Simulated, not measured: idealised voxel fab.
Process module in this document: voxel air gaps
Cross-sectional view cut (width: 175 nm; square cell size: 5 nm).
A cross-section in this document is a grid of square cells, and it is written down as bands, the top band listed before the ones below it; a band is made up of one or more rows of cells. Band entry format. Leading values: height of top, height of bottom, nm. Remainder: materials in left-to-right order, each with its width in nm. Special words: "all across" on a single material, which then fills the band edge to edge; "air", empty space. All heights in this document are referenced to 0, defined as the level beneath which the wafer, as received, consists entirely of one material. The lowest band is not bounded below; it extends indefinitely downward and is written in the form "0 nm and below". The two numbers in a width such as "30->40" mark its ends across the band: the first belongs to the top row of cells, the second to the bottom row, and from each row to the next the width moves by the same amount. No cell of the cross-section changed in a step that is given as "changes: none". "Closed void register" means: voids of 8 cells or more that are shut off from the top with no open way through. Written width x height at distance, distance from the left edge, in nm. Text after the settings on a step's line: the simulator's own remark on that step. Among the settings permitted on a step's line is "overlay nm"; applied to a step with a mask, it specifies the extent to which the mask lay to the right of its planned position, whereas a negative figure signifies a position to the left.
# The following list gives the planned process steps
step 1: RECEIVE: material Si
step 2: CONFORMAL_DEP: material SiO2, thk nm 10
step 3: CONFORMAL_DEP: material SiCN, thk nm 5
step 4: DIRECTIONAL_DEP: material lowk, thk nm 40
step 5: DIRECTIONAL_DEP: material aC, thk nm 15
step 6: PATTERN: tone open, mask id LINES, material resist, width nm 15, pitch nm 40, thk nm 30, overlay nm 0
step 7: DIRECTIONAL_ETCH: etch materials aC, depth nm 15
step 8: STRIP: etch materials resist
step 9: DIRECTIONAL_ETCH: etch materials lowk, depth nm 40
step 10: STRIP: etch materials aC
step 11: CONFORMAL_DEP: material TiN, thk nm 5
step 12: FILL_DEP: material W, thk nm 5
step 13: CMP: height nm 55
step 14: EPI: material Ru, thk nm 10
step 15: SELECTIVE_ETCH: etch materials lowk, depth nm 50
step 16: CONFORMAL_DEP: material SiCN, thk nm 5
# First wafer, two in total, run as planned
# Incoming wafer in cross-section (state: after step 1)
  0 nm and below = Si all across
  Closed void register: none
# The wafer, seen in cross-section, after step 2
  10 nm to 0 nm = SiO2 all across
  Under the height 0 nothing was changed.
# The wafer, seen in cross-section, after step 3
  15 nm to 10 nm = SiCN all across
  Under the height 10 nothing was changed.
# The wafer, seen in cross-section, after step 4
  55 nm to 15 nm = lowk all across
  Under the height 15 nothing was changed.
# The wafer, seen in cross-section, after step 5
  70 nm to 55 nm = aC all across
  Under the height 55 nothing was changed.
# The wafer, seen in cross-section, after step 6
  100 nm to 70 nm = 20 resist, 15 air, 25 resist, 15 air, 25 resist, 15 air, 25 resist, 15 air, 20 resist
  Under the height 70 nothing was changed.
# The wafer, seen in cross-section, after step 7
  85 nm to 70 nm = 20 resist, 15 air, 25 resist, 15 air, 25 resist, 15 air, 25 resist, 15 air, 20 resist
  70 nm to 55 nm = 20 aC, 15 air, 25 aC, 15 air, 25 aC, 15 air, 25 aC, 15 air, 20 aC
  Under the height 55 nothing was changed.
# The wafer, seen in cross-section, after step 8
  70 nm to 55 nm = 20 aC, 15 air, 25 aC, 15 air, 25 aC, 15 air, 25 aC, 15 air, 20 aC
  Under the height 55 nothing was changed.
# The wafer, seen in cross-section, after step 9
  70 nm to 55 nm = 20 aC, 15 air, 25 aC, 15 air, 25 aC, 15 air, 25 aC, 15 air, 20 aC
  55 nm to 15 nm = 20 lowk, 15 air, 25 lowk, 15 air, 25 lowk, 15 air, 25 lowk, 15 air, 20 lowk
  Under the height 15 nothing was changed.
# The wafer, seen in cross-section, after step 10
  55 nm to 15 nm = 20 lowk, 15 air, 25 lowk, 15 air, 25 lowk, 15 air, 25 lowk, 15 air, 20 lowk
  Under the height 15 nothing was changed.
# The wafer, seen in cross-section, after step 11
  60 nm to 55 nm = 25 TiN, 5 air, 35 TiN, 5 air, 35 TiN, 5 air, 35 TiN, 5 air, 25 TiN
  55 nm to 20 nm = 20 lowk, 5 TiN, 5 air, 5 TiN, 25 lowk, 5 TiN, 5 air, 5 TiN, 25 lowk, 5 TiN, 5 air, 5 TiN, 25 lowk, 5 TiN, 5 air, 5 TiN, 20 lowk
  20 nm to 15 nm = 20 lowk, 15 TiN, 25 lowk, 15 TiN, 25 lowk, 15 TiN, 25 lowk, 15 TiN, 20 lowk
  Under the height 15 nothing was changed.
# The wafer, seen in cross-section, after step 12
  65 nm to 60 nm = W all across
  60 nm to 55 nm = 25 TiN, 5 W, 35 TiN, 5 W, 35 TiN, 5 W, 35 TiN, 5 W, 25 TiN
  55 nm to 20 nm = 20 lowk, 5 TiN, 5 W, 5 TiN, 25 lowk, 5 TiN, 5 W, 5 TiN, 25 lowk, 5 TiN, 5 W, 5 TiN, 25 lowk, 5 TiN, 5 W, 5 TiN, 20 lowk
  Under the height 20 nothing was changed.
# The wafer, seen in cross-section, after step 13
  55 nm to 20 nm = 20 lowk, 5 TiN, 5 W, 5 TiN, 25 lowk, 5 TiN, 5 W, 5 TiN, 25 lowk, 5 TiN, 5 W, 5 TiN, 25 lowk, 5 TiN, 5 W, 5 TiN, 20 lowk
  Under the height 20 nothing was changed.
# The wafer, seen in cross-section, after step 14
  65 nm to 55 nm = 10 air, 35 Ru, 5 air, 35 Ru, 5 air, 35 Ru, 5 air, 35 Ru, 10 air
  Under the height 55 nothing was changed.
# The wafer, seen in cross-section, after step 15
  65 nm to 55 nm = 10 air, 35 Ru, 5 air, 35 Ru, 5 air, 35 Ru, 5 air, 35 Ru, 10 air
  55 nm to 20 nm = 20 air, 5 TiN, 5 W, 5 TiN, 25 air, 5 TiN, 5 W, 5 TiN, 25 air, 5 TiN, 5 W, 5 TiN, 25 air, 5 TiN, 5 W, 5 TiN, 20 air
  20 nm to 15 nm = 20 air, 15 TiN, 25 air, 15 TiN, 25 air, 15 TiN, 25 air, 15 TiN, 20 air
  Under the height 15 nothing was changed.
# The wafer, seen in cross-section, after step 16
  70 nm to 65 nm = 5 air, 165 SiCN, 5 air
  65 nm to 55 nm = 5 air, 5 SiCN, 35 Ru, 5 SiCN, 35 Ru, 5 SiCN, 35 Ru, 5 SiCN, 35 Ru, 5 SiCN, 5 air
  55 nm to 50 nm = 5 air, 15 SiCN, 5 TiN, 5 W, 5 TiN, 25 SiCN, 5 TiN, 5 W, 5 TiN, 25 SiCN, 5 TiN, 5 W, 5 TiN, 25 SiCN, 5 TiN, 5 W, 5 TiN, 15 SiCN, 5 air
  50 nm to 20 nm = 15 air, 5 SiCN, 5 TiN, 5 W, 5 TiN, 5 SiCN, 15 air, 5 SiCN, 5 TiN, 5 W, 5 TiN, 5 SiCN, 15 air, 5 SiCN, 5 TiN, 5 W, 5 TiN, 5 SiCN, 15 air, 5 SiCN, 5 TiN, 5 W, 5 TiN, 5 SiCN, 15 air
  20 nm to 15 nm = 20 SiCN, 15 TiN, 25 SiCN, 15 TiN, 25 SiCN, 15 TiN, 25 SiCN, 15 TiN, 20 SiCN
  Under the height 15 nothing was changed.
  Closed void register: 15 x 30 at 40; 15 x 30 at 80; 15 x 30 at 120
# Second wafer, same starting conditions and recipe as the first, one mistake in executing it, nothing differs from the first up to and including step 5
# Planned end of step 6: second wafer, cross-section
  100 nm to 70 nm = 15 resist, 25 air, 15 resist, 25 air, 15 resist, 25 air, 15 resist, 25 air, 15 resist
  Under the height 70 nothing was changed.
# Planned end of step 7: second wafer, cross-section
  85 nm to 70 nm = 15 resist, 25 air, 15 resist, 25 air, 15 resist, 25 air, 15 resist, 25 air, 15 resist
  70 nm to 55 nm = 15 aC, 25 air, 15 aC, 25 air, 15 aC, 25 air, 15 aC, 25 air, 15 aC
  Under the height 55 nothing was changed.
# Planned end of step 8: second wafer, cross-section
  70 nm to 55 nm = 15 aC, 25 air, 15 aC, 25 air, 15 aC, 25 air, 15 aC, 25 air, 15 aC
  Under the height 55 nothing was changed.
# Planned end of step 9: second wafer, cross-section
  70 nm to 55 nm = 15 aC, 25 air, 15 aC, 25 air, 15 aC, 25 air, 15 aC, 25 air, 15 aC
  55 nm to 15 nm = 15 lowk, 25 air, 15 lowk, 25 air, 15 lowk, 25 air, 15 lowk, 25 air, 15 lowk
  Under the height 15 nothing was changed.
# Planned end of step 10: second wafer, cross-section
  55 nm to 15 nm = 15 lowk, 25 air, 15 lowk, 25 air, 15 lowk, 25 air, 15 lowk, 25 air, 15 lowk
  Under the height 15 nothing was changed.
# Planned end of step 11: second wafer, cross-section
  60 nm to 55 nm = 20 TiN, 15 air, 25 TiN, 15 air, 25 TiN, 15 air, 25 TiN, 15 air, 20 TiN
  55 nm to 20 nm = 15 lowk, 5 TiN, 15 air, 5 TiN, 15 lowk, 5 TiN, 15 air, 5 TiN, 15 lowk, 5 TiN, 15 air, 5 TiN, 15 lowk, 5 TiN, 15 air, 5 TiN, 15 lowk
  20 nm to 15 nm = 15 lowk, 25 TiN, 15 lowk, 25 TiN, 15 lowk, 25 TiN, 15 lowk, 25 TiN, 15 lowk
  Under the height 15 nothing was changed.
# Planned end of step 12: second wafer, cross-section
  65 nm to 60 nm = W all across
  60 nm to 55 nm = 20 TiN, 15 W, 25 TiN, 15 W, 25 TiN, 15 W, 25 TiN, 15 W, 20 TiN
  55 nm to 20 nm = 15 lowk, 5 TiN, 15 W, 5 TiN, 15 lowk, 5 TiN, 15 W, 5 TiN, 15 lowk, 5 TiN, 15 W, 5 TiN, 15 lowk, 5 TiN, 15 W, 5 TiN, 15 lowk
  Under the height 20 nothing was changed.
# Planned end of step 13: second wafer, cross-section
  55 nm to 20 nm = 15 lowk, 5 TiN, 15 W, 5 TiN, 15 lowk, 5 TiN, 15 W, 5 TiN, 15 lowk, 5 TiN, 15 W, 5 TiN, 15 lowk, 5 TiN, 15 W, 5 TiN, 15 lowk
  Under the height 20 nothing was changed.
# Planned end of step 14: second wafer, cross-section
  65 nm to 55 nm = 5 air, 165 Ru, 5 air
  Under the height 55 nothing was changed.
# Planned end of step 15: second wafer, cross-section
  65 nm to 55 nm = 5 air, 165 Ru, 5 air
  55 nm to 20 nm = 15 air, 5 TiN, 15 W, 5 TiN, 15 lowk, 5 TiN, 15 W, 5 TiN, 15 lowk, 5 TiN, 15 W, 5 TiN, 15 lowk, 5 TiN, 15 W, 5 TiN, 15 air
  20 nm to 15 nm = 15 air, 25 TiN, 15 lowk, 25 TiN, 15 lowk, 25 TiN, 15 lowk, 25 TiN, 15 air
  Under the height 15 nothing was changed.
# Planned end of step 16: second wafer, cross-section
  70 nm to 65 nm = SiCN all across
  65 nm to 55 nm = 5 SiCN, 165 Ru, 5 SiCN
  55 nm to 50 nm = 15 SiCN, 5 TiN, 15 W, 5 TiN, 15 lowk, 5 TiN, 15 W, 5 TiN, 15 lowk, 5 TiN, 15 W, 5 TiN, 15 lowk, 5 TiN, 15 W, 5 TiN, 15 SiCN
  50 nm to 20 nm = 10 air, 5 SiCN, 5 TiN, 15 W, 5 TiN, 15 lowk, 5 TiN, 15 W, 5 TiN, 15 lowk, 5 TiN, 15 W, 5 TiN, 15 lowk, 5 TiN, 15 W, 5 TiN, 5 SiCN, 10 air
  20 nm to 15 nm = 15 SiCN, 25 TiN, 15 lowk, 25 TiN, 15 lowk, 25 TiN, 15 lowk, 25 TiN, 15 SiCN
  Under the height 15 nothing was changed.
  Closed void register: 10 x 30 at 0; 10 x 30 at 165
what went wrong: step 6, actual vs plan mismatch, actual run PATTERN: tone open, mask id LINES, material resist, width nm 25, pitch nm 40, thk nm 30, overlay nm 0
Once processing is complete, comparing cell counts shows that the second wafer has more or fewer of certain materials than the first: +10 Ru, -72 SiCN, +8 TiN, +56 W, +72 lowk
In the final state there are 3 closed voids in the first wafer, compared with 2 in the second wafer.
